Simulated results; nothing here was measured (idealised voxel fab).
You're looking at the process module voxel self aligned vias.
Section shown: cut. Width: 295 nm. Cell size: 5 nm, square.
Cross-section layout: square cells on a grid; listed as bands, top to bottom; a band spans one or more cell rows. Band entry format. Leading values: height of top, height of bottom, nm. Remainder: materials in left-to-right order, each with its width in nm. Special words: "edge to edge" on a single material, which then fills the band edge to edge; "blank", empty space. The reference from which all heights are counted is 0, the level beneath which the as-received wafer is entirely one material; the lowest band, having no lower bound, proceeds downward and is written after the example "z 0 and below". A two-number width, for instance "30 to 40", indicates that the width is equal to the first number in the top row of the band and to the second number in the bottom row, and that it changes by a constant amount per row of cells. When a step is marked "left unchanged", none of the cells in the cross-section changed during that step. Entry "Non-vented voids" = empty spaces >= 8 cells with no open way to the top; each as width x height at distance, distance from left edge, all nm. Where a step's line continues beyond its settings, the continuation is a remark by the simulator itself on that step. For masked steps, "overlay nm" on the step line gives how far right of plan the mask actually lay; a minus sign means it lay to the left.

Listed below are the process steps as planned:
1) RECEIVE (material Si)
2) CONFORMAL_DEP (material SiO2; thk nm 15)
3) CONFORMAL_DEP (material SiCN; thk nm 5)
4) DIRECTIONAL_DEP (material SiO2; thk nm 30)
5) DIRECTIONAL_DEP (material aC; thk nm 15)
6) PATTERN (tone open; mask id LINES; material resist; width nm 20; pitch nm 70; thk nm 35; overlay nm 0)
7) DIRECTIONAL_ETCH (etch materials aC; depth nm 15)
8) STRIP (etch materials resist)
9) DIRECTIONAL_ETCH (etch materials SiO2; depth nm 30)
10) STRIP (etch materials aC)
11) CONFORMAL_DEP (material TiN; thk nm 5)
12) FILL_DEP (material W; thk nm 10)
13) CMP (height nm 50)
14) SELECTIVE_ETCH (etch materials W Ru TiN; depth nm 10)
15) FILL_DEP (material SiN; thk nm 5)
16) CMP (height nm 50)
17) DIRECTIONAL_DEP (material SiO2; thk nm 20)
18) MASKED_ETCH (tone open; mask id VIAS; width nm 40; pitch nm 140; etch materials SiO2; depth nm 20; overlay nm 0)
19) MASKED_ETCH (tone open; mask id VIAS; width nm 40; pitch nm 140; etch materials SiN; depth nm 10; overlay nm 0)
20) CONFORMAL_DEP (material TiN; thk nm 5)
21) FILL_DEP (material Ru; thk nm 10)
22) CMP (height nm 70)
23) CONFORMAL_DEP (material SiN; thk nm 5)

Cross-section of the wafer at receipt, which is the condition after step 1:
> z 0 and below = Si edge to edge
> Non-vented voids: none

The first of two wafers, cross-sectioned at the end of the module, with the run proceeding as planned:
> z 75 to 70 = SiN edge to edge
> z 70 to 55 = 55 SiO2, then 5 TiN, then 30 Ru, then 5 TiN, then 100 SiO2, then 5 TiN, then 30 Ru, then 5 TiN, then 60 SiO2
> z 55 to 50 = 55 SiO2, then 15 TiN, then 10 Ru, then 15 TiN, then 100 SiO2, then 15 TiN, then 10 Ru, then 15 TiN, then 60 SiO2
> z 50 to 45 = 65 SiO2, then 5 TiN, then 10 Ru, then 5 TiN, then 50 SiO2, then 20 SiN, then 50 SiO2, then 5 TiN, then 10 Ru, then 5 TiN, then 70 SiO2
> z 45 to 40 = 65 SiO2, then 20 TiN, then 50 SiO2, then 20 SiN, then 50 SiO2, then 20 TiN, then 70 SiO2
> z 40 to 25 = 65 SiO2, then 5 TiN, then 10 W, then 5 TiN, then 50 SiO2, then 5 TiN, then 10 W, then 5 TiN, then 50 SiO2, then 5 TiN, then 10 W, then 5 TiN, then 70 SiO2
> z 25 to 20 = 65 SiO2, then 20 TiN, then 50 SiO2, then 20 TiN, then 50 SiO2, then 20 TiN, then 70 SiO2
> z 20 to 15 = SiCN edge to edge
> z 15 to 0 = SiO2 edge to edge
> z 0 and below = Si edge to edge
> Non-vented voids: none

End of module, second wafer, cross-section. Started like the first, planned like the first, run with one mistake:
> z 75 to 70 = SiN edge to edge
> z 70 to 50 = 55 SiO2, then 5 TiN, then 30 Ru, then 5 TiN, then 100 SiO2, then 5 TiN, then 30 Ru, then 5 TiN, then 60 SiO2
> z 50 to 45 = 55 SiN, then 15 TiN, then 10 Ru, then 15 TiN, then 100 SiN, then 15 TiN, then 10 Ru, then 15 TiN, then 60 SiN
> z 45 to 40 = 65 SiO2, then 20 TiN, then 50 SiO2, then 20 SiN, then 50 SiO2, then 20 TiN, then 70 SiO2
> z 40 to 20 = 65 SiO2, then 5 TiN, then 10 W, then 5 TiN, then 50 SiO2, then 5 TiN, then 10 W, then 5 TiN, then 50 SiO2, then 5 TiN, then 10 W, then 5 TiN, then 70 SiO2
> z 20 to 15 = 65 SiO2, then 20 TiN, then 50 SiO2, then 20 TiN, then 50 SiO2, then 20 TiN, then 70 SiO2
> z 15 to 0 = SiO2 edge to edge
> z 0 and below = Si edge to edge
> Non-vented voids: none
What went wrong in running the wafer? step 3 was left out
Final difference in cells, second wafer against first, listed per material as more or fewer: 8 more of Ru, 59 fewer of SiCN, 39 more of SiN, 6 more of TiN, 6 more of W
